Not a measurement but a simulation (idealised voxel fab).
process module | voxel self aligned contacts
cross-section cut | 235 nm wide | cells 5 nm
A cross-section is a grid of square cells, given in bands from the top down. A band is one or more rows of cells.
Each band's line starts with the height of the band's top and of its bottom, in nm. Then come its materials from left to right, each with its width in nm. One material with "throughout" fills the band from edge to edge. "air" is empty space.
Height 0 is the level under which the wafer as received is all one material. The lowest band goes on downwards, as in "0 down".
A width such as "30 to 40" changes by the same amount from each row of cells to the next, from the band's top row to its bottom row.
"no change" after a step means that no cell of the cross-section changed.
closed voids: empty space of 8 cells or more with no open way to the top, each as width x height at its distance from the left edge, in nm
after a step's settings: what the simulator itself notes on the step
overlay nm, on a step with a mask: how far to the right of its planned place the mask lay; to the left if negative
Each pair below shows a cross-section before one step and the cross-section after it, down to the lowest band that changed. The line under each pair gives the step between them, with its settings. The pairs can come from different runs of this module on the same starting wafer, so a pair continues from the pair above only where its "before" says so.
before
  0 down: Si throughout
  closed voids: none
after
  5 to 0: SiO2 throughout
  below 0: unchanged
  closed voids: none
the step between: op CONFORMAL_DEP | material SiO2 | thk nm 5
before: the cross-section after the pair above
after
  30 to 5: polySi throughout
  below 5: unchanged
  closed voids: none
the step between: op DIRECTIONAL_DEP | material polySi | thk nm 25
before: the cross-section after the pair above
after
  50 to 30: SiN throughout
  below 30: unchanged
  closed voids: none
the step between: op DIRECTIONAL_DEP | material SiN | thk nm 20
before: the cross-section after the pair above
after
  60 to 50: aC throughout
  below 50: unchanged
  closed voids: none
the step between: op DIRECTIONAL_DEP | material aC | thk nm 10
before: the cross-section after the pair above
after
  90 to 60: air 40 | resist 35 | air 25 | resist 35 | air 25 | resist 35 | air 40
  below 60: unchanged
  closed voids: none
the step between: op PATTERN | tone cover | mask id GATE | material resist | width nm 35 | pitch nm 60 | thk nm 30 | overlay nm 0
before: the cross-section after the pair above
after
  80 to 60: air 40 | resist 35 | air 25 | resist 35 | air 25 | resist 35 | air 40
  60 to 50: air 40 | aC 35 | air 25 | aC 35 | air 25 | aC 35 | air 40
  below 50: unchanged
  closed voids: none
the step between: op DIRECTIONAL_ETCH | etch materials aC | depth nm 10
before: the cross-section after the pair above
after
  60 to 50: air 40 | aC 35 | air 25 | aC 35 | air 25 | aC 35 | air 40
  below 50: unchanged
  closed voids: none
the step between: op STRIP | etch materials resist
before: the cross-section after the pair above
after
  60 to 50: air 40 | aC 35 | air 25 | aC 35 | air 25 | aC 35 | air 40
  50 to 30: air 40 | SiN 35 | air 25 | SiN 35 | air 25 | SiN 35 | air 40
  below 30: unchanged
  closed voids: none
the step between: op DIRECTIONAL_ETCH | etch materials SiN | depth nm 20
before: the cross-section after the pair above
after
  60 to 50: air 40 | aC 35 | air 25 | aC 35 | air 25 | aC 35 | air 40
  50 to 30: air 40 | SiN 35 | air 25 | SiN 35 | air 25 | SiN 35 | air 40
  30 to 5: air 40 | polySi 35 | air 25 | polySi 35 | air 25 | polySi 35 | air 40
  below 5: unchanged
  closed voids: none
the step between: op DIRECTIONAL_ETCH | etch materials polySi | depth nm 25
before: the cross-section after the pair above
after
  50 to 30: air 40 | SiN 35 | air 25 | SiN 35 | air 25 | SiN 35 | air 40
  below 30: unchanged
  closed voids: none
the step between: op STRIP | etch materials aC
before: the cross-section after the pair above
after
  55 to 30: air 35 | SiN 45 | air 15 | SiN 45 | air 15 | SiN 45 | air 35
  30 to 10: air 35 | SiN 5 | polySi 35 | SiN 5 | air 15 | SiN 5 | polySi 35 | SiN 5 | air 15 | SiN 5 | polySi 35 | SiN 5 | air 35
  10 to 5: SiN 40 | polySi 35 | SiN 25 | polySi 35 | SiN 25 | polySi 35 | SiN 40
  below 5: unchanged
  closed voids: none
the step between: op CONFORMAL_DEP | material SiN | thk nm 5
before: the cross-section after the pair above
after
  50 to 30: air 35 | SiN 45 | air 15 | SiN 45 | air 15 | SiN 45 | air 35
  30 to 5: air 35 | SiN 5 | polySi 35 | SiN 5 | air 15 | SiN 5 | polySi 35 | SiN 5 | air 15 | SiN 5 | polySi 35 | SiN 5 | air 35
  below 5: unchanged
  closed voids: none
the step between: op DIRECTIONAL_ETCH | etch materials SiN | depth nm 5
before: the cross-section after the pair above
after
  65 to 50: SiO2 throughout
  50 to 30: SiO2 35 | SiN 45 | SiO2 15 | SiN 45 | SiO2 15 | SiN 45 | SiO2 35
  30 to 5: SiO2 35 | SiN 5 | polySi 35 | SiN 5 | SiO2 15 | SiN 5 | polySi 35 | SiN 5 | SiO2 15 | SiN 5 | polySi 35 | SiN 5 | SiO2 35
  below 5: unchanged
  closed voids: none
the step between: op FILL_DEP | material SiO2 | thk nm 15
before: the cross-section after the pair above
after
  55 to 50: SiO2 throughout
  below 50: unchanged
  closed voids: none
the step between: op CMP | height nm 55
before: the cross-section after the pair above
after
  70 to 55: aC throughout
  below 55: unchanged
  closed voids: none
the step between: op DIRECTIONAL_DEP | material aC | thk nm 15
before: the cross-section after the pair above
after
  105 to 70: resist 65 | air 45 | resist 15 | air 45 | resist 65
  below 70: unchanged
  closed voids: none
the step between: op PATTERN | tone open | mask id CONTACT | material resist | width nm 45 | pitch nm 60 | thk nm 35 | overlay nm 0
before: the cross-section after the pair above
after
  90 to 70: resist 65 | air 45 | resist 15 | air 45 | resist 65
  70 to 55: aC 65 | air 45 | aC 15 | air 45 | aC 65
  below 55: unchanged
  closed voids: none
the step between: op DIRECTIONAL_ETCH | etch materials aC | depth nm 15
before: the cross-section after the pair above
after
  70 to 55: aC 65 | air 45 | aC 15 | air 45 | aC 65
  below 55: unchanged
  closed voids: none
the step between: op STRIP | etch materials resist
before: the cross-section after the pair above
after
  70 to 55: aC 65 | air 45 | aC 15 | air 45 | aC 65
  55 to 50: SiO2 65 | air 45 | SiO2 15 | air 45 | SiO2 65
  50 to 30: SiO2 35 | SiN 45 | air 15 | SiN 45 | air 15 | SiN 45 | SiO2 35
  30 to 5: SiO2 35 | SiN 5 | polySi 35 | SiN 5 | air 15 | SiN 5 | polySi 35 | SiN 5 | air 15 | SiN 5 | polySi 35 | SiN 5 | SiO2 35
  5 to 0: SiO2 80 | air 15 | SiO2 45 | air 15 | SiO2 80
  below 0: unchanged
  closed voids: none
the step between: op DIRECTIONAL_ETCH | etch materials SiO2 | depth nm 55
before: the cross-section after the pair above
after
  55 to 50: SiO2 65 | air 45 | SiO2 15 | air 45 | SiO2 65
  below 50: unchanged
  closed voids: none
the step between: op STRIP | etch materials aC
before: the cross-section after the pair above
after
  60 to 55: TiN 70 | air 35 | TiN 25 | air 35 | TiN 70
  55 to 50: SiO2 65 | TiN 20 | air 5 | TiN 20 | SiO2 15 | TiN 20 | air 5 | TiN 20 | SiO2 65
  50 to 30: SiO2 35 | SiN 45 | TiN 5 | air 5 | TiN 5 | SiN 45 | TiN 5 | air 5 | TiN 5 | SiN 45 | SiO2 35
  30 to 5: SiO2 35 | SiN 5 | polySi 35 | SiN 5 | TiN 5 | air 5 | TiN 5 | SiN 5 | polySi 35 | SiN 5 | TiN 5 | air 5 | TiN 5 | SiN 5 | polySi 35 | SiN 5 | SiO2 35
  5 to 0: SiO2 80 | TiN 15 | SiO2 45 | TiN 15 | SiO2 80
  below 0: unchanged
  closed voids: none
the step between: op CONFORMAL_DEP | material TiN | thk nm 5
before: the cross-section after the pair above
after
  70 to 60: W throughout
  60 to 55: TiN 70 | W 35 | TiN 25 | W 35 | TiN 70
  55 to 50: SiO2 65 | TiN 20 | W 5 | TiN 20 | SiO2 15 | TiN 20 | W 5 | TiN 20 | SiO2 65
  50 to 30: SiO2 35 | SiN 45 | TiN 5 | W 5 | TiN 5 | SiN 45 | TiN 5 | W 5 | TiN 5 | SiN 45 | SiO2 35
  30 to 5: SiO2 35 | SiN 5 | polySi 35 | SiN 5 | TiN 5 | W 5 | TiN 5 | SiN 5 | polySi 35 | SiN 5 | TiN 5 | W 5 | TiN 5 | SiN 5 | polySi 35 | SiN 5 | SiO2 35
  below 5: unchanged
  closed voids: none
the step between: op FILL_DEP | material W | thk nm 10
before: the cross-section after the pair above
after
  55 to 50: SiO2 65 | TiN 20 | W 5 | TiN 20 | SiO2 15 | TiN 20 | W 5 | TiN 20 | SiO2 65
  below 50: unchanged
  closed voids: none
the step between: op CMP | height nm 55
before: the cross-section after the pair above
after
  60 to 55: SiN throughout
  below 55: unchanged
  closed voids: none
the step between: op CONFORMAL_DEP | material SiN | thk nm 5
before
  70 to 60: W throughout
  60 to 55: TiN 70 | W 35 | TiN 25 | W 35 | TiN 70
  55 to 50: SiO2 65 | TiN 20 | W 5 | TiN 20 | SiO2 15 | TiN 20 | W 5 | TiN 20 | SiO2 65
  50 to 30: SiO2 35 | SiN 45 | TiN 5 | W 5 | TiN 5 | SiN 45 | TiN 5 | W 5 | TiN 5 | SiN 45 | SiO2 35
  30 to 5: SiO2 35 | SiN 5 | polySi 35 | SiN 5 | TiN 5 | W 5 | TiN 5 | SiN 5 | polySi 35 | SiN 5 | TiN 5 | W 5 | TiN 5 | SiN 5 | polySi 35 | SiN 5 | SiO2 35
  5 to 0: SiO2 80 | TiN 15 | SiO2 45 | TiN 15 | SiO2 80
  0 down: Si throughout
  closed voids: none
after
  75 to 70: SiN throughout
  below 70: unchanged
  closed voids: none
the step between: op CONFORMAL_DEP | material SiN | thk nm 5
before
  30 to 5: polySi throughout
  5 to 0: SiO2 throughout
  0 down: Si throughout
  closed voids: none
after
  55 to 5: polySi throughout
  below 5: unchanged
  closed voids: none
the step between: op DIRECTIONAL_DEP | material polySi | thk nm 25
before: the cross-section after the pair above
after
  75 to 55: SiN throughout
  below 55: unchanged
  closed voids: none
the step between: op DIRECTIONAL_DEP | material SiN | thk nm 20
before: the cross-section after the pair above
after
  85 to 75: aC throughout
  below 75: unchanged
  closed voids: none
the step between: op DIRECTIONAL_DEP | material aC | thk nm 10
before: the cross-section after the pair above
after
  115 to 85: air 40 | resist 35 | air 25 | resist 35 | air 25 | resist 35 | air 40
  below 85: unchanged
  closed voids: none
the step between: op PATTERN | tone cover | mask id GATE | material resist | width nm 35 | pitch nm 60 | thk nm 30 | overlay nm 0
before: the cross-section after the pair above
after
  105 to 85: air 40 | resist 35 | air 25 | resist 35 | air 25 | resist 35 | air 40
  85 to 75: air 40 | aC 35 | air 25 | aC 35 | air 25 | aC 35 | air 40
  below 75: unchanged
  closed voids: none
the step between: op DIRECTIONAL_ETCH | etch materials aC | depth nm 10
before: the cross-section after the pair above
after
  85 to 75: air 40 | aC 35 | air 25 | aC 35 | air 25 | aC 35 | air 40
  below 75: unchanged
  closed voids: none
the step between: op STRIP | etch materials resist
before: the cross-section after the pair above
after
  85 to 75: air 40 | aC 35 | air 25 | aC 35 | air 25 | aC 35 | air 40
  75 to 55: air 40 | SiN 35 | air 25 | SiN 35 | air 25 | SiN 35 | air 40
  below 55: unchanged
  closed voids: none
the step between: op DIRECTIONAL_ETCH | etch materials SiN | depth nm 20
before: the cross-section after the pair above
after
  85 to 75: air 40 | aC 35 | air 25 | aC 35 | air 25 | aC 35 | air 40
  75 to 55: air 40 | SiN 35 | air 25 | SiN 35 | air 25 | SiN 35 | air 40
  55 to 30: air 40 | polySi 35 | air 25 | polySi 35 | air 25 | polySi 35 | air 40
  below 30: unchanged
  closed voids: none
the step between: op DIRECTIONAL_ETCH | etch materials polySi | depth nm 25
before: the cross-section after the pair above
after
  75 to 55: air 40 | SiN 35 | air 25 | SiN 35 | air 25 | SiN 35 | air 40
  below 55: unchanged
  closed voids: none
the step between: op STRIP | etch materials aC
before: the cross-section after the pair above
after
  80 to 55: air 35 | SiN 45 | air 15 | SiN 45 | air 15 | SiN 45 | air 35
  55 to 35: air 35 | SiN 5 | polySi 35 | SiN 5 | air 15 | SiN 5 | polySi 35 | SiN 5 | air 15 | SiN 5 | polySi 35 | SiN 5 | air 35
  35 to 30: SiN 40 | polySi 35 | SiN 25 | polySi 35 | SiN 25 | polySi 35 | SiN 40
  below 30: unchanged
  closed voids: none
the step between: op CONFORMAL_DEP | material SiN | thk nm 5
before: the cross-section after the pair above
after
  75 to 55: air 35 | SiN 45 | air 15 | SiN 45 | air 15 | SiN 45 | air 35
  55 to 30: air 35 | SiN 5 | polySi 35 | SiN 5 | air 15 | SiN 5 | polySi 35 | SiN 5 | air 15 | SiN 5 | polySi 35 | SiN 5 | air 35
  below 30: unchanged
  closed voids: none
the step between: op DIRECTIONAL_ETCH | etch materials SiN | depth nm 5
before: the cross-section after the pair above
after
  90 to 75: SiO2 throughout
  75 to 55: SiO2 35 | SiN 45 | SiO2 15 | SiN 45 | SiO2 15 | SiN 45 | SiO2 35
  55 to 30: SiO2 35 | SiN 5 | polySi 35 | SiN 5 | SiO2 15 | SiN 5 | polySi 35 | SiN 5 | SiO2 15 | SiN 5 | polySi 35 | SiN 5 | SiO2 35
  below 30: unchanged
  closed voids: none
the step between: op FILL_DEP | material SiO2 | thk nm 15
before: the cross-section after the pair above
after
  55 to 30: SiO2 35 | SiN 5 | polySi 35 | SiN 5 | SiO2 15 | SiN 5 | polySi 35 | SiN 5 | SiO2 15 | SiN 5 | polySi 35 | SiN 5 | SiO2 35
  below 30: unchanged
  closed voids: none
the step between: op CMP | height nm 55
before: the cross-section after the pair above
after
  70 to 55: aC throughout
  below 55: unchanged
  closed voids: none
the step between: op DIRECTIONAL_DEP | material aC | thk nm 15
before: the cross-section after the pair above
after
  105 to 70: resist 65 | air 45 | resist 15 | air 45 | resist 65
  below 70: unchanged
  closed voids: none
the step between: op PATTERN | tone open | mask id CONTACT | material resist | width nm 45 | pitch nm 60 | thk nm 35 | overlay nm 0
before: the cross-section after the pair above
after
  90 to 70: resist 65 | air 45 | resist 15 | air 45 | resist 65
  70 to 55: aC 65 | air 45 | aC 15 | air 45 | aC 65
  below 55: unchanged
  closed voids: none
the step between: op DIRECTIONAL_ETCH | etch materials aC | depth nm 15
before: the cross-section after the pair above
after
  70 to 55: aC 65 | air 45 | aC 15 | air 45 | aC 65
  below 55: unchanged
  closed voids: none
the step between: op STRIP | etch materials resist
before: the cross-section after the pair above
after
  70 to 55: aC 65 | air 45 | aC 15 | air 45 | aC 65
  55 to 30: SiO2 35 | SiN 5 | polySi 35 | SiN 5 | air 15 | SiN 5 | polySi 35 | SiN 5 | air 15 | SiN 5 | polySi 35 | SiN 5 | SiO2 35
  below 30: unchanged
  closed voids: none
the step between: op DIRECTIONAL_ETCH | etch materials SiO2 | depth nm 55
before: the cross-section after the pair above
after
  55 to 30: SiO2 35 | SiN 5 | polySi 35 | SiN 5 | air 15 | SiN 5 | polySi 35 | SiN 5 | air 15 | SiN 5 | polySi 35 | SiN 5 | SiO2 35
  below 30: unchanged
  closed voids: none
the step between: op STRIP | etch materials aC
before: the cross-section after the pair above
after
  60 to 55: TiN 85 | air 5 | TiN 55 | air 5 | TiN 85
  55 to 35: SiO2 35 | SiN 5 | polySi 35 | SiN 5 | TiN 5 | air 5 | TiN 5 | SiN 5 | polySi 35 | SiN 5 | TiN 5 | air 5 | TiN 5 | SiN 5 | polySi 35 | SiN 5 | SiO2 35
  35 to 30: SiO2 35 | SiN 5 | polySi 35 | SiN 5 | TiN 15 | SiN 5 | polySi 35 | SiN 5 | TiN 15 | SiN 5 | polySi 35 | SiN 5 | SiO2 35
  below 30: unchanged
  closed voids: none
the step between: op CONFORMAL_DEP | material TiN | thk nm 5
before: the cross-section after the pair above
after
  70 to 60: W throughout
  60 to 55: TiN 85 | W 5 | TiN 55 | W 5 | TiN 85
  55 to 35: SiO2 35 | SiN 5 | polySi 35 | SiN 5 | TiN 5 | W 5 | TiN 5 | SiN 5 | polySi 35 | SiN 5 | TiN 5 | W 5 | TiN 5 | SiN 5 | polySi 35 | SiN 5 | SiO2 35
  below 35: unchanged
  closed voids: none
the step between: op FILL_DEP | material W | thk nm 10
before: the cross-section after the pair above
after
  55 to 35: SiO2 35 | SiN 5 | polySi 35 | SiN 5 | TiN 5 | W 5 | TiN 5 | SiN 5 | polySi 35 | SiN 5 | TiN 5 | W 5 | TiN 5 | SiN 5 | polySi 35 | SiN 5 | SiO2 35
  below 35: unchanged
  closed voids: none
the step between: op CMP | height nm 55
before: the cross-section after the pair above
after
  60 to 55: SiN throughout
  below 55: unchanged
  closed voids: none
the step between: op CONFORMAL_DEP | material SiN | thk nm 5
before
  0 down: Si throughout
  closed voids: none
after
  25 to 0: polySi throughout
  below 0: unchanged
  closed voids: none
the step between: op DIRECTIONAL_DEP | material polySi | thk nm 25
before: the cross-section after the pair above
after
  30 to 25: SiO2 throughout
  below 25: unchanged
  closed voids: none
the step between: op CONFORMAL_DEP | material SiO2 | thk nm 5
before: the cross-section after the pair above
after
  50 to 30: SiN throughout
  below 30: unchanged
  closed voids: none
the step between: op DIRECTIONAL_DEP | material SiN | thk nm 20
before: the cross-section after the pair above
after
  60 to 50: aC throughout
  below 50: unchanged
  closed voids: none
the step between: op DIRECTIONAL_DEP | material aC | thk nm 10
before: the cross-section after the pair above
after
  90 to 60: air 40 | resist 35 | air 25 | resist 35 | air 25 | resist 35 | air 40
  below 60: unchanged
  closed voids: none
the step between: op PATTERN | tone cover | mask id GATE | material resist | width nm 35 | pitch nm 60 | thk nm 30 | overlay nm 0
before: the cross-section after the pair above
after
  80 to 60: air 40 | resist 35 | air 25 | resist 35 | air 25 | resist 35 | air 40
  60 to 50: air 40 | aC 35 | air 25 | aC 35 | air 25 | aC 35 | air 40
  below 50: unchanged
  closed voids: none
the step between: op DIRECTIONAL_ETCH | etch materials aC | depth nm 10
before: the cross-section after the pair above
after
  60 to 50: air 40 | aC 35 | air 25 | aC 35 | air 25 | aC 35 | air 40
  below 50: unchanged
  closed voids: none
the step between: op STRIP | etch materials resist
before: the cross-section after the pair above
after
  60 to 50: air 40 | aC 35 | air 25 | aC 35 | air 25 | aC 35 | air 40
  50 to 30: air 40 | SiN 35 | air 25 | SiN 35 | air 25 | SiN 35 | air 40
  below 30: unchanged
  closed voids: none
the step between: op DIRECTIONAL_ETCH | etch materials SiN | depth nm 20
before: the cross-section after the pair above
after
  50 to 30: air 40 | SiN 35 | air 25 | SiN 35 | air 25 | SiN 35 | air 40
  below 30: unchanged
  closed voids: none
the step between: op STRIP | etch materials aC
before: the cross-section after the pair above
after
  55 to 35: air 35 | SiN 45 | air 15 | SiN 45 | air 15 | SiN 45 | air 35
  35 to 30: SiN throughout
  below 30: unchanged
  closed voids: none
the step between: op CONFORMAL_DEP | material SiN | thk nm 5
before: the cross-section after the pair above
after
  50 to 30: air 35 | SiN 45 | air 15 | SiN 45 | air 15 | SiN 45 | air 35
  below 30: unchanged
  closed voids: none
the step between: op DIRECTIONAL_ETCH | etch materials SiN | depth nm 5
before: the cross-section after the pair above
after
  65 to 50: SiO2 throughout
  50 to 30: SiO2 35 | SiN 45 | SiO2 15 | SiN 45 | SiO2 15 | SiN 45 | SiO2 35
  below 30: unchanged
  closed voids: none
the step between: op FILL_DEP | material SiO2 | thk nm 15
before: the cross-section after the pair above
after
  55 to 50: SiO2 throughout
  below 50: unchanged
  closed voids: none
the step between: op CMP | height nm 55
before: the cross-section after the pair above
after
  70 to 55: aC throughout
  below 55: unchanged
  closed voids: none
the step between: op DIRECTIONAL_DEP | material aC | thk nm 15
before: the cross-section after the pair above
after
  105 to 70: resist 65 | air 45 | resist 15 | air 45 | resist 65
  below 70: unchanged
  closed voids: none
the step between: op PATTERN | tone open | mask id CONTACT | material resist | width nm 45 | pitch nm 60 | thk nm 35 | overlay nm 0
before: the cross-section after the pair above
after
  90 to 70: resist 65 | air 45 | resist 15 | air 45 | resist 65
  70 to 55: aC 65 | air 45 | aC 15 | air 45 | aC 65
  below 55: unchanged
  closed voids: none
the step between: op DIRECTIONAL_ETCH | etch materials aC | depth nm 15
before: the cross-section after the pair above
after
  70 to 55: aC 65 | air 45 | aC 15 | air 45 | aC 65
  below 55: unchanged
  closed voids: none
the step between: op STRIP | etch materials resist
before: the cross-section after the pair above
after
  70 to 55: aC 65 | air 45 | aC 15 | air 45 | aC 65
  55 to 50: SiO2 65 | air 45 | SiO2 15 | air 45 | SiO2 65
  50 to 30: SiO2 35 | SiN 45 | air 15 | SiN 45 | air 15 | SiN 45 | SiO2 35
  30 to 25: SiO2 80 | air 15 | SiO2 45 | air 15 | SiO2 80
  below 25: unchanged
  closed voids: none
the step between: op DIRECTIONAL_ETCH | etch materials SiO2 | depth nm 55
before: the cross-section after the pair above
after
  55 to 50: SiO2 65 | air 45 | SiO2 15 | air 45 | SiO2 65
  below 50: unchanged
  closed voids: none
the step between: op STRIP | etch materials aC
before: the cross-section after the pair above
after
  60 to 55: TiN 70 | air 35 | TiN 25 | air 35 | TiN 70
  55 to 50: SiO2 65 | TiN 20 | air 5 | TiN 20 | SiO2 15 | TiN 20 | air 5 | TiN 20 | SiO2 65
  50 to 30: SiO2 35 | SiN 45 | TiN 5 | air 5 | TiN 5 | SiN 45 | TiN 5 | air 5 | TiN 5 | SiN 45 | SiO2 35
  30 to 25: SiO2 80 | TiN 15 | SiO2 45 | TiN 15 | SiO2 80
  below 25: unchanged
  closed voids: none
the step between: op CONFORMAL_DEP | material TiN | thk nm 5
before: the cross-section after the pair above
after
  70 to 60: W throughout
  60 to 55: TiN 70 | W 35 | TiN 25 | W 35 | TiN 70
  55 to 50: SiO2 65 | TiN 20 | W 5 | TiN 20 | SiO2 15 | TiN 20 | W 5 | TiN 20 | SiO2 65
  50 to 30: SiO2 35 | SiN 45 | TiN 5 | W 5 | TiN 5 | SiN 45 | TiN 5 | W 5 | TiN 5 | SiN 45 | SiO2 35
  below 30: unchanged
  closed voids: none
the step between: op FILL_DEP | material W | thk nm 10
before: the cross-section after the pair above
after
  55 to 50: SiO2 65 | TiN 20 | W 5 | TiN 20 | SiO2 15 | TiN 20 | W 5 | TiN 20 | SiO2 65
  below 50: unchanged
  closed voids: none
the step between: op CMP | height nm 55
before: the cross-section after the pair above
after
  60 to 55: SiN throughout
  below 55: unchanged
  closed voids: none
the step between: op CONFORMAL_DEP | material SiN | thk nm 5
before
  0 down: Si throughout
  closed voids: none
after
  15 to 0: SiO2 throughout
  below 0: unchanged
  closed voids: none
the step between: op CONFORMAL_DEP | material SiO2 | thk nm 15
before: the cross-section after the pair above
after
  40 to 15: polySi throughout
  below 15: unchanged
  closed voids: none
the step between: op DIRECTIONAL_DEP | material polySi | thk nm 25
before: the cross-section after the pair above
after
  60 to 40: SiN throughout
  below 40: unchanged
  closed voids: none
the step between: op DIRECTIONAL_DEP | material SiN | thk nm 20
before: the cross-section after the pair above
after
  70 to 60: aC throughout
  below 60: unchanged
  closed voids: none
the step between: op DIRECTIONAL_DEP | material aC | thk nm 10
before: the cross-section after the pair above
after
  100 to 70: air 40 | resist 35 | air 25 | resist 35 | air 25 | resist 35 | air 40
  below 70: unchanged
  closed voids: none
the step between: op PATTERN | tone cover | mask id GATE | material resist | width nm 35 | pitch nm 60 | thk nm 30 | overlay nm 0
before: the cross-section after the pair above
after
  90 to 70: air 40 | resist 35 | air 25 | resist 35 | air 25 | resist 35 | air 40
  70 to 60: air 40 | aC 35 | air 25 | aC 35 | air 25 | aC 35 | air 40
  below 60: unchanged
  closed voids: none
the step between: op DIRECTIONAL_ETCH | etch materials aC | depth nm 10
before: the cross-section after the pair above
after
  70 to 60: air 40 | aC 35 | air 25 | aC 35 | air 25 | aC 35 | air 40
  below 60: unchanged
  closed voids: none
the step between: op STRIP | etch materials resist
before: the cross-section after the pair above
after
  70 to 60: air 40 | aC 35 | air 25 | aC 35 | air 25 | aC 35 | air 40
  60 to 40: air 40 | SiN 35 | air 25 | SiN 35 | air 25 | SiN 35 | air 40
  below 40: unchanged
  closed voids: none
the step between: op DIRECTIONAL_ETCH | etch materials SiN | depth nm 20
before: the cross-section after the pair above
after
  70 to 60: air 40 | aC 35 | air 25 | aC 35 | air 25 | aC 35 | air 40
  60 to 40: air 40 | SiN 35 | air 25 | SiN 35 | air 25 | SiN 35 | air 40
  40 to 15: air 40 | polySi 35 | air 25 | polySi 35 | air 25 | polySi 35 | air 40
  below 15: unchanged
  closed voids: none
the step between: op DIRECTIONAL_ETCH | etch materials polySi | depth nm 25
before: the cross-section after the pair above
after
  60 to 40: air 40 | SiN 35 | air 25 | SiN 35 | air 25 | SiN 35 | air 40
  below 40: unchanged
  closed voids: none
the step between: op STRIP | etch materials aC
before: the cross-section after the pair above
after
  65 to 40: air 35 | SiN 45 | air 15 | SiN 45 | air 15 | SiN 45 | air 35
  40 to 20: air 35 | SiN 5 | polySi 35 | SiN 5 | air 15 | SiN 5 | polySi 35 | SiN 5 | air 15 | SiN 5 | polySi 35 | SiN 5 | air 35
  20 to 15: SiN 40 | polySi 35 | SiN 25 | polySi 35 | SiN 25 | polySi 35 | SiN 40
  below 15: unchanged
  closed voids: none
the step between: op CONFORMAL_DEP | material SiN | thk nm 5
before: the cross-section after the pair above
after
  60 to 40: air 35 | SiN 45 | air 15 | SiN 45 | air 15 | SiN 45 | air 35
  40 to 15: air 35 | SiN 5 | polySi 35 | SiN 5 | air 15 | SiN 5 | polySi 35 | SiN 5 | air 15 | SiN 5 | polySi 35 | SiN 5 | air 35
  below 15: unchanged
  closed voids: none
the step between: op DIRECTIONAL_ETCH | etch materials SiN | depth nm 5
before: the cross-section after the pair above
after
  75 to 60: SiO2 throughout
  60 to 40: SiO2 35 | SiN 45 | SiO2 15 | SiN 45 | SiO2 15 | SiN 45 | SiO2 35
  40 to 15: SiO2 35 | SiN 5 | polySi 35 | SiN 5 | SiO2 15 | SiN 5 | polySi 35 | SiN 5 | SiO2 15 | SiN 5 | polySi 35 | SiN 5 | SiO2 35
  below 15: unchanged
  closed voids: none
the step between: op FILL_DEP | material SiO2 | thk nm 15
before: the cross-section after the pair above
after
  55 to 40: SiO2 35 | SiN 45 | SiO2 15 | SiN 45 | SiO2 15 | SiN 45 | SiO2 35
  below 40: unchanged
  closed voids: none
the step between: op CMP | height nm 55
before: the cross-section after the pair above
after
  70 to 55: aC throughout
  below 55: unchanged
  closed voids: none
the step between: op DIRECTIONAL_DEP | material aC | thk nm 15
before: the cross-section after the pair above
after
  105 to 70: resist 65 | air 45 | resist 15 | air 45 | resist 65
  below 70: unchanged
  closed voids: none
the step between: op PATTERN | tone open | mask id CONTACT | material resist | width nm 45 | pitch nm 60 | thk nm 35 | overlay nm 0
before: the cross-section after the pair above
after
  90 to 70: resist 65 | air 45 | resist 15 | air 45 | resist 65
  70 to 55: aC 65 | air 45 | aC 15 | air 45 | aC 65
  below 55: unchanged
  closed voids: none
the step between: op DIRECTIONAL_ETCH | etch materials aC | depth nm 15
before: the cross-section after the pair above
after
  70 to 55: aC 65 | air 45 | aC 15 | air 45 | aC 65
  below 55: unchanged
  closed voids: none
the step between: op STRIP | etch materials resist
before: the cross-section after the pair above
after
  70 to 55: aC 65 | air 45 | aC 15 | air 45 | aC 65
  55 to 40: SiO2 35 | SiN 45 | air 15 | SiN 45 | air 15 | SiN 45 | SiO2 35
  40 to 15: SiO2 35 | SiN 5 | polySi 35 | SiN 5 | air 15 | SiN 5 | polySi 35 | SiN 5 | air 15 | SiN 5 | polySi 35 | SiN 5 | SiO2 35
  15 to 0: SiO2 80 | air 15 | SiO2 45 | air 15 | SiO2 80
  below 0: unchanged
  closed voids: none
the step between: op DIRECTIONAL_ETCH | etch materials SiO2 | depth nm 55
before: the cross-section after the pair above
after
  55 to 40: SiO2 35 | SiN 45 | air 15 | SiN 45 | air 15 | SiN 45 | SiO2 35
  below 40: unchanged
  closed voids: none
the step between: op STRIP | etch materials aC
before: the cross-section after the pair above
after
  60 to 55: TiN 85 | air 5 | TiN 55 | air 5 | TiN 85
  55 to 40: SiO2 35 | SiN 45 | TiN 5 | air 5 | TiN 5 | SiN 45 | TiN 5 | air 5 | TiN 5 | SiN 45 | SiO2 35
  40 to 15: SiO2 35 | SiN 5 | polySi 35 | SiN 5 | TiN 5 | air 5 | TiN 5 | SiN 5 | polySi 35 | SiN 5 | TiN 5 | air 5 | TiN 5 | SiN 5 | polySi 35 | SiN 5 | SiO2 35
  15 to 5: SiO2 80 | TiN 5 | air 5 | TiN 5 | SiO2 45 | TiN 5 | air 5 | TiN 5 | SiO2 80
  5 to 0: SiO2 80 | TiN 15 | SiO2 45 | TiN 15 | SiO2 80
  below 0: unchanged
  closed voids: none
the step between: op CONFORMAL_DEP | material TiN | thk nm 5
before: the cross-section after the pair above
after
  70 to 60: W throughout
  60 to 55: TiN 85 | W 5 | TiN 55 | W 5 | TiN 85
  55 to 40: SiO2 35 | SiN 45 | TiN 5 | W 5 | TiN 5 | SiN 45 | TiN 5 | W 5 | TiN 5 | SiN 45 | SiO2 35
  40 to 15: SiO2 35 | SiN 5 | polySi 35 | SiN 5 | TiN 5 | W 5 | TiN 5 | SiN 5 | polySi 35 | SiN 5 | TiN 5 | W 5 | TiN 5 | SiN 5 | polySi 35 | SiN 5 | SiO2 35
  15 to 5: SiO2 80 | TiN 5 | W 5 | TiN 5 | SiO2 45 | TiN 5 | W 5 | TiN 5 | SiO2 80
  below 5: unchanged
  closed voids: none
the step between: op FILL_DEP | material W | thk nm 10
before: the cross-section after the pair above
after
  55 to 40: SiO2 35 | SiN 45 | TiN 5 | W 5 | TiN 5 | SiN 45 | TiN 5 | W 5 | TiN 5 | SiN 45 | SiO2 35
  below 40: unchanged
  closed voids: none
the step between: op CMP | height nm 55
before: the cross-section after the pair above
after
  60 to 55: SiN throughout
  below 55: unchanged
  closed voids: none
the step between: op CONFORMAL_DEP | material SiN | thk nm 5
before
  70 to 55: aC throughout
  55 to 50: SiO2 throughout
  50 to 30: SiO2 35 | SiN 45 | SiO2 15 | SiN 45 | SiO2 15 | SiN 45 | SiO2 35
  30 to 5: SiO2 35 | SiN 5 | polySi 35 | SiN 5 | SiO2 15 | SiN 5 | polySi 35 | SiN 5 | SiO2 15 | SiN 5 | polySi 35 | SiN 5 | SiO2 35
  5 to 0: SiO2 throughout
  0 down: Si throughout
  closed voids: none
after
  105 to 70: resist 70 | air 35 | resist 25 | air 35 | resist 70
  below 70: unchanged
  closed voids: none
the step between: op PATTERN | tone open | mask id CONTACT | material resist | width nm 35 | pitch nm 60 | thk nm 35 | overlay nm 0
